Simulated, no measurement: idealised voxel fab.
Documented hereafter: the process module known as voxel transistor to metal.
This is section cut - it's 150 nm across, gridded in 5 nm square cells.
Heads up, the way a cross-section reads in here is a grid of square cells, handed over as bands from the top down, with every band being one or more rows of cells.
Top, bottom (nm), then materials left to right with widths (nm); lone material tagged "everywhere" fills the whole band edge to edge; "empty" = empty space.
Height 0 is the level under which the wafer as received is all one material. The lowest band goes on downwards, as in "0 and below".
A width given as "30 to 40" starts at the first number in the band's top row and ends at the second number in its bottom row, shifting by an equal amount at every step from row to row.
Step marked "changes: none"? Then no cell in the cross-section changed in it.
Closed empty spaces (no open way to the top) of 8 cells or more are what "Fully sealed voids" lists, each as width x height at distance from the left edge, nm for all three.
Past the settings on a step's line: simulator remark, on that step.
overlay nm: mask right of planned place by this much (step with mask). Neg. = left.

Process steps foreseen in the plan
step 1: RECEIVE (material Si)
step 2: CONFORMAL_DEP (material SiO2; thk nm 5)
step 3: CONFORMAL_DEP (material SiN; thk nm 15)
step 4: DIRECTIONAL_DEP (material aC; thk nm 10)
step 5: PATTERN (tone cover; mask id ACTIVE; material resist; width nm 105; thk nm 30; overlay nm -5)
step 6: DIRECTIONAL_ETCH (etch materials aC; depth nm 10)
step 7: STRIP (etch materials resist)
step 8: DIRECTIONAL_ETCH (etch materials SiN; depth nm 15)
step 9: DIRECTIONAL_ETCH (etch materials SiO2; depth nm 5)
step 10: DIRECTIONAL_ETCH (etch materials Si; depth nm 35)
step 11: STRIP (etch materials aC)
step 12: OXIDIZE (depth nm 5)
step 13: FILL_DEP (material SiO2; thk nm 5)
step 14: CMP (height nm 20)
step 15: SELECTIVE_ETCH (etch materials SiO2; depth nm 5)
step 16: STRIP (etch materials SiN)
step 17: SELECTIVE_ETCH (etch materials SiO2; depth nm 5)
step 18: OXIDIZE (depth nm 5)
step 19: DIRECTIONAL_DEP (material polySi; thk nm 20)
step 20: DIRECTIONAL_DEP (material SiCN; thk nm 15)
step 21: MASKED_ETCH (tone cover; mask id GATE; width nm 25; etch materials SiCN; depth nm 25; overlay nm 0)
step 22: MASKED_ETCH (tone cover; mask id GATE; width nm 25; etch materials polySi; depth nm 30; overlay nm 0)
step 23: CONFORMAL_DEP (material SiO2; thk nm 5)
step 24: DIRECTIONAL_ETCH (etch materials SiO2; depth nm 5)
step 25: CONFORMAL_DEP (material SiN; thk nm 5)
step 26: DIRECTIONAL_ETCH (etch materials SiN; depth nm 5)
step 27: DIRECTIONAL_ETCH (etch materials SiO2; depth nm 5)
step 28: DIRECTIONAL_ETCH (etch materials Si; depth nm 10)
step 29: EPI (material pSi; thk nm 15)
step 30: FILL_DEP (material SiO2; thk nm 10)
step 31: CMP (height nm 35)
step 32: DIRECTIONAL_DEP (material SiO2; thk nm 10)
step 33: PATTERN (tone open; mask id CONTACT; material resist; width nm 30; pitch nm 65; thk nm 15; overlay nm 0)
step 34: DIRECTIONAL_ETCH (etch materials SiO2; depth nm 45)
step 35: STRIP (etch materials resist)
step 36: CONFORMAL_DEP (material TiN; thk nm 5)
step 37: FILL_DEP (material W; thk nm 5)
step 38: CMP (height nm 45)
step 39: DIRECTIONAL_DEP (material TiN; thk nm 5)
step 40: DIRECTIONAL_DEP (material W; thk nm 15)
step 41: PATTERN (tone cover; mask id METAL_1; material resist; width nm 20; pitch nm 75; thk nm 20; overlay nm 0)
step 42: DIRECTIONAL_ETCH (etch materials W; depth nm 15)
step 43: DIRECTIONAL_ETCH (etch materials TiN; depth nm 5)
step 44: STRIP (etch materials resist)
step 45: FILL_DEP (material lowk; thk nm 10)
step 46: CMP (height nm 65)
step 47: CONFORMAL_DEP (material SiCN; thk nm 5)
All wafers enter the flow in the same state. The overlay nm at step 5 differs from wafer to wafer, and the plan gives the value for the first wafer.

Received condition of the first of several wafers, sectioned: post-step 1
	0 and below  Si everywhere
	Fully sealed voids: none

Rows = wafers. At module end, each row lists per material the cells gained (+) or lost (-) since the wafer was received, then the closed voids
overlay nm -5; -127 Si; +45 SiCN; +18 SiN; +222 SiO2; +50 TiN; +62 W; +88 lowk; +42 pSi; +20 polySi; Fully sealed voids: none
overlay nm 0; -127 Si; +45 SiCN; +18 SiN; +220 SiO2; +52 TiN; +62 W; +88 lowk; +42 pSi; +20 polySi; Fully sealed voids: none
overlay nm 5; -127 Si; +45 SiCN; +18 SiN; +222 SiO2; +50 TiN; +62 W; +88 lowk; +42 pSi; +20 polySi; Fully sealed voids: none
overlay nm 10; -127 Si; +45 SiCN; +18 SiN; +222 SiO2; +50 TiN; +62 W; +88 lowk; +42 pSi; +20 polySi; Fully sealed voids: none
